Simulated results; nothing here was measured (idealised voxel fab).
The process module presented herein is designated voxel self aligned contacts.
The cross-section on display is named cut; it measures 270 nm wide, and its cells are 5 nm squares.
A cross-section is a grid of square cells, given in bands from the top down. A band is one or more rows of cells. The band entry comprises the height of the band's top followed by the height of its bottom, expressed in nm, and subsequently the band's materials from left to right, each stated together with its width in nm. Where a single material is marked with the word "throughout", that material fills the band from edge to edge. The word "empty" represents empty space. Heights are reckoned from 0. Under this level, the received wafer is all of one material. The bottommost band is open-ended downward, for example "z 0 and below". The expression "30 to 40" gives the width at the extremes of the band, the first number at its top row of cells and the second at its bottom row, with the width changing by equal amounts from each row to the next in between. It should be understood that the words "nothing different", when stated for a given step, signify that the cross-section underwent no change in any of its cells during that step. The entry "Sealed-off cavities" lists the empty spaces that cover at least 8 cells and have no open path to the top. Each is written as width x height at distance, where the distance is measured from the left edge and all three values are in nm. If you see something after the settings on a step's line, that's the simulator's own remark about that step. overlay nm: right-of-plan distance of the mask on a masked step; negative values mean left-of-plan.
[Process steps (planned)]
1. RECEIVE (material Si)
2. OXIDIZE (depth nm 5)
3. DIRECTIONAL_DEP (material polySi; thk nm 30)
4. DIRECTIONAL_DEP (material SiN; thk nm 20)
5. DIRECTIONAL_DEP (material aC; thk nm 10)
6. PATTERN (tone cover; mask id GATE; material resist; width nm 35; pitch nm 70; thk nm 25; overlay nm 0)
7. DIRECTIONAL_ETCH (etch materials aC; depth nm 10)
8. STRIP (etch materials resist)
9. DIRECTIONAL_ETCH (etch materials SiN; depth nm 20)
10. DIRECTIONAL_ETCH (etch materials polySi; depth nm 30)
11. STRIP (etch materials aC)
12. CONFORMAL_DEP (material SiN; thk nm 10)
13. DIRECTIONAL_ETCH (etch materials SiN; depth nm 10)
14. FILL_DEP (material SiO2; thk nm 15)
15. CMP (height nm 60)
16. PATTERN (tone open; mask id CONTACT; material resist; width nm 45; pitch nm 70; thk nm 15; overlay nm 0)
17. DIRECTIONAL_ETCH (etch materials SiO2; depth nm 65)
18. STRIP (etch materials resist)
19. CONFORMAL_DEP (material TiN; thk nm 5)
20. FILL_DEP (material Ru; thk nm 5)
21. CMP (height nm 60)
22. CONFORMAL_DEP (material SiN; thk nm 5)
[First of two wafers - as planned]
[As received (post step 1): cross-section]
z 0 and below  Si throughout
Sealed-off cavities: none
[Wafer after step 2 (cross-section)]
z 0 to -5  SiO2 throughout
Below a height of -5, the structure has not been altered.
[Wafer after step 3 (cross-section)]
z 30 to 0  polySi throughout
Below a height of 0, the structure has not been altered.
[Wafer after step 4 (cross-section)]
z 50 to 30  SiN throughout
Below a height of 30, the structure has not been altered.
[Wafer after step 5 (cross-section)]
z 60 to 50  aC throughout
Below a height of 50, the structure has not been altered.
[Wafer after step 6 (cross-section)]
z 85 to 60  45 empty | 35 resist | 35 empty | 35 resist | 35 empty | 35 resist | 50 empty
Below a height of 60, the structure has not been altered.
[Wafer after step 7 (cross-section)]
z 75 to 60  45 empty | 35 resist | 35 empty | 35 resist | 35 empty | 35 resist | 50 empty
z 60 to 50  45 empty | 35 aC | 35 empty | 35 aC | 35 empty | 35 aC | 50 empty
Below a height of 50, the structure has not been altered.
[Wafer after step 8 (cross-section)]
z 60 to 50  45 empty | 35 aC | 35 empty | 35 aC | 35 empty | 35 aC | 50 empty
Below a height of 50, the structure has not been altered.
[Wafer after step 9 (cross-section)]
z 60 to 50  45 empty | 35 aC | 35 empty | 35 aC | 35 empty | 35 aC | 50 empty
z 50 to 30  45 empty | 35 SiN | 35 empty | 35 SiN | 35 empty | 35 SiN | 50 empty
Below a height of 30, the structure has not been altered.
[Wafer after step 10 (cross-section)]
z 60 to 50  45 empty | 35 aC | 35 empty | 35 aC | 35 empty | 35 aC | 50 empty
z 50 to 30  45 empty | 35 SiN | 35 empty | 35 SiN | 35 empty | 35 SiN | 50 empty
z 30 to 0  45 empty | 35 polySi | 35 empty | 35 polySi | 35 empty | 35 polySi | 50 empty
Below a height of 0, the structure has not been altered.
[Wafer after step 11 (cross-section)]
z 50 to 30  45 empty | 35 SiN | 35 empty | 35 SiN | 35 empty | 35 SiN | 50 empty
Below a height of 30, the structure has not been altered.
[Wafer after step 12 (cross-section)]
z 60 to 30  35 empty | 55 SiN | 15 empty | 55 SiN | 15 empty | 55 SiN | 40 empty
z 30 to 10  35 empty | 10 SiN | 35 polySi | 10 SiN | 15 empty | 10 SiN | 35 polySi | 10 SiN | 15 empty | 10 SiN | 35 polySi | 10 SiN | 40 empty
z 10 to 0  45 SiN | 35 polySi | 35 SiN | 35 polySi | 35 SiN | 35 polySi | 50 SiN
Below a height of 0, the structure has not been altered.
[Wafer after step 13 (cross-section)]
z 50 to 30  35 empty | 55 SiN | 15 empty | 55 SiN | 15 empty | 55 SiN | 40 empty
z 30 to 0  35 empty | 10 SiN | 35 polySi | 10 SiN | 15 empty | 10 SiN | 35 polySi | 10 SiN | 15 empty | 10 SiN | 35 polySi | 10 SiN | 40 empty
Below a height of 0, the structure has not been altered.
[Wafer after step 14 (cross-section)]
z 65 to 50  SiO2 throughout
z 50 to 30  35 SiO2 | 55 SiN | 15 SiO2 | 55 SiN | 15 SiO2 | 55 SiN | 40 SiO2
z 30 to 0  35 SiO2 | 10 SiN | 35 polySi | 10 SiN | 15 SiO2 | 10 SiN | 35 polySi | 10 SiN | 15 SiO2 | 10 SiN | 35 polySi | 10 SiN | 40 SiO2
Below a height of 0, the structure has not been altered.
[Wafer after step 15 (cross-section)]
z 60 to 50  SiO2 throughout
Below a height of 50, the structure has not been altered.
[Wafer after step 16 (cross-section)]
z 75 to 60  75 resist | 45 empty | 25 resist | 45 empty | 80 resist
Below a height of 60, the structure has not been altered.
[Wafer after step 17 (cross-section)]
z 75 to 60  75 resist | 45 empty | 25 resist | 45 empty | 80 resist
z 60 to 50  75 SiO2 | 45 empty | 25 SiO2 | 45 empty | 80 SiO2
z 50 to 30  35 SiO2 | 55 SiN | 15 empty | 55 SiN | 15 empty | 55 SiN | 40 SiO2
z 30 to 0  35 SiO2 | 10 SiN | 35 polySi | 10 SiN | 15 empty | 10 SiN | 35 polySi | 10 SiN | 15 empty | 10 SiN | 35 polySi | 10 SiN | 40 SiO2
z 0 to -5  90 SiO2 | 15 empty | 55 SiO2 | 15 empty | 95 SiO2
Below a height of -5, the structure has not been altered.
[Wafer after step 18 (cross-section)]
z 60 to 50  75 SiO2 | 45 empty | 25 SiO2 | 45 empty | 80 SiO2
Below a height of 50, the structure has not been altered.
[Wafer after step 19 (cross-section)]
z 65 to 60  80 TiN | 35 empty | 35 TiN | 35 empty | 85 TiN
z 60 to 50  75 SiO2 | 5 to 20 TiN | 35 to 5 empty | 5 to 20 TiN | 25 SiO2 | 5 to 20 TiN | 35 to 5 empty | 5 to 20 TiN | 80 SiO2
z 50 to 30  35 SiO2 | 55 SiN | 5 TiN | 5 empty | 5 TiN | 55 SiN | 5 TiN | 5 empty | 5 TiN | 55 SiN | 40 SiO2
z 30 to 0  35 SiO2 | 10 SiN | 35 polySi | 10 SiN | 5 TiN | 5 empty | 5 TiN | 10 SiN | 35 polySi | 10 SiN | 5 TiN | 5 empty | 5 TiN | 10 SiN | 35 polySi | 10 SiN | 40 SiO2
z 0 to -5  90 SiO2 | 15 TiN | 55 SiO2 | 15 TiN | 95 SiO2
Below a height of -5, the structure has not been altered.
[Wafer after step 20 (cross-section)]
z 70 to 65  Ru throughout
z 65 to 60  80 TiN | 35 Ru | 35 TiN | 35 Ru | 85 TiN
z 60 to 50  75 SiO2 | 5 to 20 TiN | 35 to 5 Ru | 5 to 20 TiN | 25 SiO2 | 5 to 20 TiN | 35 to 5 Ru | 5 to 20 TiN | 80 SiO2
z 50 to 30  35 SiO2 | 55 SiN | 5 TiN | 5 Ru | 5 TiN | 55 SiN | 5 TiN | 5 Ru | 5 TiN | 55 SiN | 40 SiO2
z 30 to 0  35 SiO2 | 10 SiN | 35 polySi | 10 SiN | 5 TiN | 5 Ru | 5 TiN | 10 SiN | 35 polySi | 10 SiN | 5 TiN | 5 Ru | 5 TiN | 10 SiN | 35 polySi | 10 SiN | 40 SiO2
Below a height of 0, the structure has not been altered.
[Wafer after step 21 (cross-section)]
z 60 to 50  75 SiO2 | 5 to 20 TiN | 35 to 5 Ru | 5 to 20 TiN | 25 SiO2 | 5 to 20 TiN | 35 to 5 Ru | 5 to 20 TiN | 80 SiO2
Below a height of 50, the structure has not been altered.
[Wafer after step 22 (cross-section)]
z 65 to 60  SiN throughout
Below a height of 60, the structure has not been altered.
[Second of two: same start, same plan, one run error; steps up to and including 11 match the first]
[Look at the second wafer in cross-section at the time step 12 ought to have finished]
z 60 to 50  35 empty | 55 TiN | 15 empty | 55 TiN | 15 empty | 55 TiN | 40 empty
z 50 to 30  35 empty | 10 TiN | 35 SiN | 10 TiN | 15 empty | 10 TiN | 35 SiN | 10 TiN | 15 empty | 10 TiN | 35 SiN | 10 TiN | 40 empty
z 30 to 10  35 empty | 10 TiN | 35 polySi | 10 TiN | 15 empty | 10 TiN | 35 polySi | 10 TiN | 15 empty | 10 TiN | 35 polySi | 10 TiN | 40 empty
z 10 to 0  45 TiN | 35 polySi | 35 TiN | 35 polySi | 35 TiN | 35 polySi | 50 TiN
Below a height of 0, the structure has not been altered.
Look at the second wafer in cross-section at the time step 13 ought to have finished: nothing different
[Look at the second wafer in cross-section at the time step 14 ought to have finished]
z 75 to 60  SiO2 throughout
z 60 to 50  35 SiO2 | 55 TiN | 15 SiO2 | 55 TiN | 15 SiO2 | 55 TiN | 40 SiO2
z 50 to 30  35 SiO2 | 10 TiN | 35 SiN | 10 TiN | 15 SiO2 | 10 TiN | 35 SiN | 10 TiN | 15 SiO2 | 10 TiN | 35 SiN | 10 TiN | 40 SiO2
z 30 to 10  35 SiO2 | 10 TiN | 35 polySi | 10 TiN | 15 SiO2 | 10 TiN | 35 polySi | 10 TiN | 15 SiO2 | 10 TiN | 35 polySi | 10 TiN | 40 SiO2
Below a height of 10, the structure has not been altered.
[Look at the second wafer in cross-section at the time step 15 ought to have finished]
z 60 to 50  35 SiO2 | 55 TiN | 15 SiO2 | 55 TiN | 15 SiO2 | 55 TiN | 40 SiO2
Below a height of 50, the structure has not been altered.
[Look at the second wafer in cross-section at the time step 16 ought to have finished]
z 75 to 60  75 resist | 45 empty | 25 resist | 45 empty | 80 resist
Below a height of 60, the structure has not been altered.
[Look at the second wafer in cross-section at the time step 17 ought to have finished]
z 75 to 60  75 resist | 45 empty | 25 resist | 45 empty | 80 resist
z 60 to 50  35 SiO2 | 55 TiN | 15 empty | 55 TiN | 15 empty | 55 TiN | 40 SiO2
z 50 to 30  35 SiO2 | 10 TiN | 35 SiN | 10 TiN | 15 empty | 10 TiN | 35 SiN | 10 TiN | 15 empty | 10 TiN | 35 SiN | 10 TiN | 40 SiO2
z 30 to 10  35 SiO2 | 10 TiN | 35 polySi | 10 TiN | 15 empty | 10 TiN | 35 polySi | 10 TiN | 15 empty | 10 TiN | 35 polySi | 10 TiN | 40 SiO2
Below a height of 10, the structure has not been altered.
[Look at the second wafer in cross-section at the time step 18 ought to have finished]
z 60 to 50  35 SiO2 | 55 TiN | 15 empty | 55 TiN | 15 empty | 55 TiN | 40 SiO2
Below a height of 50, the structure has not been altered.
[Look at the second wafer in cross-section at the time step 19 ought to have finished]
z 65 to 60  95 TiN | 5 empty | 65 TiN | 5 empty | 100 TiN
z 60 to 50  35 SiO2 | 60 TiN | 5 empty | 65 TiN | 5 empty | 60 TiN | 40 SiO2
z 50 to 30  35 SiO2 | 10 TiN | 35 SiN | 15 TiN | 5 empty | 15 TiN | 35 SiN | 15 TiN | 5 empty | 15 TiN | 35 SiN | 10 TiN | 40 SiO2
z 30 to 15  35 SiO2 | 10 TiN | 35 polySi | 15 TiN | 5 empty | 15 TiN | 35 polySi | 15 TiN | 5 empty | 15 TiN | 35 polySi | 10 TiN | 40 SiO2
z 15 to 10  35 SiO2 | 10 TiN | 35 polySi | 35 TiN | 35 polySi | 35 TiN | 35 polySi | 10 TiN | 40 SiO2
Below a height of 10, the structure has not been altered.
[Look at the second wafer in cross-section at the time step 20 ought to have finished]
z 70 to 65  Ru throughout
z 65 to 60  95 TiN | 5 Ru | 65 TiN | 5 Ru | 100 TiN
z 60 to 50  35 SiO2 | 60 TiN | 5 Ru | 65 TiN | 5 Ru | 60 TiN | 40 SiO2
z 50 to 30  35 SiO2 | 10 TiN | 35 SiN | 15 TiN | 5 Ru | 15 TiN | 35 SiN | 15 TiN | 5 Ru | 15 TiN | 35 SiN | 10 TiN | 40 SiO2
z 30 to 15  35 SiO2 | 10 TiN | 35 polySi | 15 TiN | 5 Ru | 15 TiN | 35 polySi | 15 TiN | 5 Ru | 15 TiN | 35 polySi | 10 TiN | 40 SiO2
Below a height of 15, the structure has not been altered.
[Look at the second wafer in cross-section at the time step 21 ought to have finished]
z 60 to 50  35 SiO2 | 60 TiN | 5 Ru | 65 TiN | 5 Ru | 60 TiN | 40 SiO2
Below a height of 50, the structure has not been altered.
[Look at the second wafer in cross-section at the time step 22 ought to have finished]
z 65 to 60  SiN throughout
Below a height of 60, the structure has not been altered.
Here's what went sideways: step 12 did not happen as planned, as run it was CONFORMAL_DEP (material TiN; thk nm 10)
Looking at both finished wafers in cells, the second ends up ahead of or behind the first on some materials: -18 Ru, -120 SiN, -66 SiO2, +204 TiN
